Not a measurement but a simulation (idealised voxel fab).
Module name: voxel gate over fins (process module)
Section shown: cut. Width: 280 nm. Cell size: 5 nm, square.
How to read a cross-section here: the picture is a grid of square cells, written as bands going from the top down, and any band can span one or more rows of cells.
Heads up on the band format: heights come first, top then bottom, in nm. After that it's the materials left to right, each with its width in nm. A single material flagged "full width" fills the whole band edge to edge, and "air" means there's empty space there.
Zero point of the height axis is 0; under it, received wafer = one material. Lowest band: continues down indefinitely, "from 0 down".
Per-row width for "30 to 40": begins at first number (top row of band), ends at second number (bottom row), increment between rows held constant.
The cross-section has no changed cell in any step marked "no alteration".
What "Sealed internal cavities" gives you is every empty space of 8 cells or more that is cut off from the top. Each appears as width x height at distance, with the distance taken from the left edge and width, height and distance all in nm.
Post-settings text on a step line: simulator's own remark regarding the step.
"overlay nm" answers the question of how far to the right of plan the mask lay on a step that has a mask, and when it is negative the answer is to the left.

## Steps in the process plan
| 1 | RECEIVE [material Si] |
| 2 | CONFORMAL_DEP [material SiN] [thk nm 5] |
| 3 | PATTERN [tone cover] [mask id FINS] [material resist] [width nm 15] [pitch nm 55] [thk nm 15] [overlay nm 0] |
| 4 | DIRECTIONAL_ETCH [etch materials SiN] [depth nm 5] |
| 5 | DIRECTIONAL_ETCH [etch materials Si] [depth nm 35] |
| 6 | STRIP [etch materials resist] |
| 7 | OXIDIZE [depth nm 5] |
| 8 | FILL_DEP [material SiO2] [thk nm 15] |
| 9 | CMP [height nm 5] |
| 10 | DIRECTIONAL_DEP [material aC] [thk nm 10] |
| 11 | PATTERN [tone open] [mask id RAIL] [material resist] [width nm 15] [thk nm 25] [overlay nm -15] |
| 12 | DIRECTIONAL_ETCH [etch materials aC] [depth nm 10] |
| 13 | STRIP [etch materials resist] |
| 14 | DIRECTIONAL_ETCH [etch materials SiO2] [depth nm 35] |
| 15 | STRIP [etch materials aC] |
| 16 | CONFORMAL_DEP [material TiN] [thk nm 5] |
| 17 | FILL_DEP [material W] [thk nm 5] |
| 18 | CMP [height nm 5] |
| 19 | SELECTIVE_ETCH [etch materials W Ru TiN] [depth nm 25] |
| 20 | FILL_DEP [material SiO2] [thk nm 5] |
| 21 | CMP [height nm 5] |
| 22 | SELECTIVE_ETCH [etch materials SiO2] [depth nm 15] |
| 23 | STRIP [etch materials SiN] |
| 24 | CONFORMAL_DEP [material HfO2] [thk nm 5] |
| 25 | CONFORMAL_DEP [material TiN] [thk nm 5] |
| 26 | CONFORMAL_DEP [material TiAl] [thk nm 5] |
| 27 | CONFORMAL_DEP [material TiN] [thk nm 5] |
| 28 | FILL_DEP [material W] [thk nm 15] |
| 29 | CMP [height nm 30] |
| 30 | CONFORMAL_DEP [material SiN] [thk nm 5] |
What sets these wafers apart? The overlay nm at step 11. They all start alike, and the plan carries the first wafer's value.

## First of several wafers, received after step 1, in cross-section
	from 0 down: Si full width
	Sealed internal cavities: none

## Table: wafers, a row each; end-of-module cell change per material since receipt, gain (+), loss (-); then closed voids
overlay nm -15 | +68 HfO2 | -424 Si | +56 SiN | +314 SiO2 | +68 TiAl | +140 TiN | +170 W | Sealed internal cavities: none
overlay nm -10 | +68 HfO2 | -424 Si | +56 SiN | +312 SiO2 | +68 TiAl | +141 TiN | +171 W | Sealed internal cavities: none
overlay nm -5 | +68 HfO2 | -424 Si | +56 SiN | +312 SiO2 | +68 TiAl | +141 TiN | +171 W | Sealed internal cavities: none
overlay nm 0 | +68 HfO2 | -424 Si | +56 SiN | +312 SiO2 | +68 TiAl | +141 TiN | +171 W | Sealed internal cavities: none
overlay nm 5 | +68 HfO2 | -424 Si | +56 SiN | +312 SiO2 | +68 TiAl | +141 TiN | +171 W | Sealed internal cavities: none
overlay nm 10 | +68 HfO2 | -424 Si | +56 SiN | +312 SiO2 | +68 TiAl | +141 TiN | +171 W | Sealed internal cavities: none
overlay nm 15 | +68 HfO2 | -424 Si | +56 SiN | +312 SiO2 | +68 TiAl | +141 TiN | +171 W | Sealed internal cavities: none
